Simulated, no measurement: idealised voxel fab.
Presented below is a process module, voxel transistor to metal.
FYI the section here is cut, 180 nm wide, cells are 5 nm squares.
How to read a cross-section here: the picture is a grid of square cells, written as bands going from the top down, and any band can span one or more rows of cells. Within each band entry, the heights of the top and of the bottom of the band appear first, in that order and in nm; the materials of the band then follow from left to right, each with its corresponding width in nm. The designation "full width" on a single material indicates that it fills the band from edge to edge; the designation "blank" indicates empty space. We count height from 0. Below that, the starting wafer is all one material. The lowest band never ends at the bottom but goes on down; see "0 nm and below" for how that is written. So if you see something like "30->40" for the width, read it as the top row of the band sitting at the first number and the bottom row at the second, with every row in between moving by the same amount as the last. "nothing got changed" means the step left every cell of the cross-section as it was. "Closed internal cavities" lists enclosed empty spaces (at least 8 cells, no open path upward to the top), each as width x height at distance from the left edge, in nm. Note: text after step settings on the step line = simulator remark on that step. When a step includes a mask, the "overlay nm" setting on its line states how far to the right of its planned place that mask lay, and negative values state how far to the left.

# Steps in the process plan
1) RECEIVE (material Si)
2) CONFORMAL_DEP (material SiO2; thk nm 5)
3) CONFORMAL_DEP (material SiN; thk nm 10)
4) MASKED_ETCH (tone cover; mask id ACTIVE; width nm 95; etch materials SiN; depth nm 10; overlay nm 0)
5) MASKED_ETCH (tone cover; mask id ACTIVE; width nm 105; etch materials SiO2; depth nm 5; overlay nm 0)
6) MASKED_ETCH (tone cover; mask id ACTIVE; width nm 105; etch materials Si; depth nm 35; overlay nm 0)
7) FILL_DEP (material SiO2; thk nm 15)
8) CMP (height nm 15)
9) SELECTIVE_ETCH (etch materials SiO2; depth nm 5)
10) STRIP (etch materials SiN)
11) SELECTIVE_ETCH (etch materials SiO2; depth nm 5)
12) OXIDIZE (depth nm 5)
13) DIRECTIONAL_DEP (material polySi; thk nm 20)
14) DIRECTIONAL_DEP (material SiCN; thk nm 10)
15) MASKED_ETCH (tone cover; mask id GATE; width nm 25; etch materials SiCN; depth nm 20; overlay nm 0)
16) MASKED_ETCH (tone cover; mask id GATE; width nm 25; etch materials polySi; depth nm 30; overlay nm 0)
17) CONFORMAL_DEP (material SiN; thk nm 10)
18) DIRECTIONAL_ETCH (etch materials SiN; depth nm 10)
19) DIRECTIONAL_ETCH (etch materials SiO2; depth nm 5)
20) DIRECTIONAL_ETCH (etch materials Si; depth nm 10)
21) EPI (material nSi; thk nm 10)
22) FILL_DEP (material SiO2; thk nm 5)
23) CMP (height nm 30)
24) DIRECTIONAL_DEP (material SiO2; thk nm 15)
25) PATTERN (tone open; mask id CONTACT; material resist; width nm 30; pitch nm 65; thk nm 15; overlay nm 0)
26) DIRECTIONAL_ETCH (etch materials SiO2; depth nm 50)
27) STRIP (etch materials resist)
28) CONFORMAL_DEP (material TiN; thk nm 5)
29) FILL_DEP (material W; thk nm 5)
30) CMP (height nm 45)
31) CONFORMAL_DEP (material SiCN; thk nm 5)
32) DIRECTIONAL_DEP (material lowk; thk nm 25)
33) PATTERN (tone open; mask id METAL_1; material resist; width nm 15; pitch nm 80; thk nm 20; overlay nm 0)
34) DIRECTIONAL_ETCH (etch materials lowk; depth nm 25)
35) DIRECTIONAL_ETCH (etch materials SiCN; depth nm 5)
36) STRIP (etch materials resist)
37) CONFORMAL_DEP (material TiN; thk nm 5)
38) FILL_DEP (material W; thk nm 10)
39) CMP (height nm 75)
40) CONFORMAL_DEP (material SiCN; thk nm 5)
41) DIRECTIONAL_DEP (material SiO2; thk nm 35)
42) MASKED_ETCH (tone open; mask id METAL_2; width nm 15; pitch nm 80; etch materials SiO2; depth nm 20; overlay nm 0)
43) DIRECTIONAL_DEP (material aC; thk nm 10)
44) PATTERN (tone open; mask id METAL_2_HOLES; material resist; width nm 15; pitch nm 80; thk nm 25; overlay nm 0)
45) DIRECTIONAL_ETCH (etch materials aC; depth nm 10)
46) STRIP (etch materials resist)
47) DIRECTIONAL_ETCH (etch materials SiO2; depth nm 15)
48) DIRECTIONAL_ETCH (etch materials SiCN; depth nm 5)
49) STRIP (etch materials aC)
50) CONFORMAL_DEP (material TiN; thk nm 5)
51) FILL_DEP (material Cu; thk nm 10)
52) CMP (height nm 115)
53) CONFORMAL_DEP (material SiCN; thk nm 5)
For this document, wafers share an identical start and vary in the step 4 width nm; the plan quotes the first wafer's value.

# Incoming state of the first of several wafers in cross-section: after step 1
> 0 nm and below  Si full width
> Closed internal cavities: none

# Per wafer, end of module: cells gained (+) or lost (-) per material since receipt, then closed voids
width nm 95, +14 Cu, -142 Si, +106 SiCN, +28 SiN, +500 SiO2, +100 TiN, +56 W, +150 lowk, +32 nSi, +20 polySi, Closed internal cavities: none
width nm 100, +14 Cu, -144 Si, +106 SiCN, +28 SiN, +498 SiO2, +102 TiN, +56 W, +150 lowk, +34 nSi, +20 polySi, Closed internal cavities: none
width nm 105, +14 Cu, -146 Si, +106 SiCN, +28 SiN, +496 SiO2, +104 TiN, +56 W, +150 lowk, +36 nSi, +20 polySi, Closed internal cavities: none
width nm 110, +14 Cu, -142 Si, +106 SiCN, +28 SiN, +488 SiO2, +106 TiN, +56 W, +150 lowk, +38 nSi, +20 polySi, Closed internal cavities: none
width nm 115, +14 Cu, -138 Si, +106 SiCN, +28 SiN, +480 SiO2, +108 TiN, +56 W, +150 lowk, +40 nSi, +20 polySi, Closed internal cavities: none
width nm 120, +14 Cu, -134 Si, +106 SiCN, +28 SiN, +472 SiO2, +108 TiN, +58 W, +150 lowk, +42 nSi, +20 polySi, Closed internal cavities: none
